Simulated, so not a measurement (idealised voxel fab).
process module | voxel spacer lines
220 nm wide, 5 nm square cells: that's cross-section cut.
Square cells in a grid make up a cross-section in this document, and the grid is given as bands, listed from the top down, each one or more rows of cells. Each band's line starts with the height of the band's top and of its bottom, in nm. Then come its materials from left to right, each with its width in nm. One material with "everywhere" fills the band from edge to edge. "air" is empty space. Counting heights begins at 0, where everything beneath is, in the wafer as received, one material. The lowest band has no bottom; it goes on downwards, as "z 0 and below" shows. A width given as "30 to 40" starts at the first number in the band's top row and ends at the second number in its bottom row, shifting by an equal amount at every step from row to row. Given "nothing altered" for a step, no cell of the cross-section differs between before and after that step. "Enclosed void inventory" - sealed voids, min. 8 cells, no opening to top; format: width x height at distance (distance from left edge; nm throughout). That trailing text on a step's line, after the settings, is the simulator's own remark on the step. Each step line may optionally specify "overlay nm", which for a step with a mask gives the rightward distance between the mask's planned place and where it lay, a negative value indicating the leftward direction.
## The process steps that were planned are listed below
1: RECEIVE,material Si
2: CONFORMAL_DEP,material Al2O3,thk nm 5
3: DIRECTIONAL_DEP,material SiN,thk nm 15
4: DIRECTIONAL_DEP,material polySi,thk nm 25
5: PATTERN,tone cover,mask id MANDREL,material resist,width nm 20,pitch nm 70,thk nm 35,overlay nm 0
6: DIRECTIONAL_ETCH,etch materials polySi,depth nm 25
7: STRIP,etch materials resist
8: CONFORMAL_DEP,material SiO2,thk nm 15
9: DIRECTIONAL_ETCH,etch materials SiO2,depth nm 5
10: STRIP,etch materials polySi
11: DIRECTIONAL_ETCH,etch materials SiN,depth nm 15
12: STRIP,etch materials SiO2
13: FILL_DEP,material lowk,thk nm 10
14: CMP,height nm 20
Heads up: all these wafers start the same, and what changes between them is the depth nm in step 9. The value you see in the plan is just what the first wafer got.
## Cross-section of the first incoming wafer of several, state after step 1
	z 0 and below | Si everywhere
	Enclosed void inventory: none
## The rows of the table below are wafers. Looking at the end of the module, a row counts, for every material, the cells the wafer has gained, shown as (+), or lost, shown as (-), since it was received; its closed voids come next
depth nm 5 | +44 Al2O3 | +132 SiN | Enclosed void inventory: none
depth nm 10 | +44 Al2O3 | +132 SiN | Enclosed void inventory: none
depth nm 15 | +44 Al2O3 | +36 SiN | +96 lowk | Enclosed void inventory: none
depth nm 20 | +44 Al2O3 | +36 SiN | +96 lowk | Enclosed void inventory: none
depth nm 25 | +44 Al2O3 | +36 SiN | +96 lowk | Enclosed void inventory: none
depth nm 30 | +44 Al2O3 | +36 SiN | +96 lowk | Enclosed void inventory: none
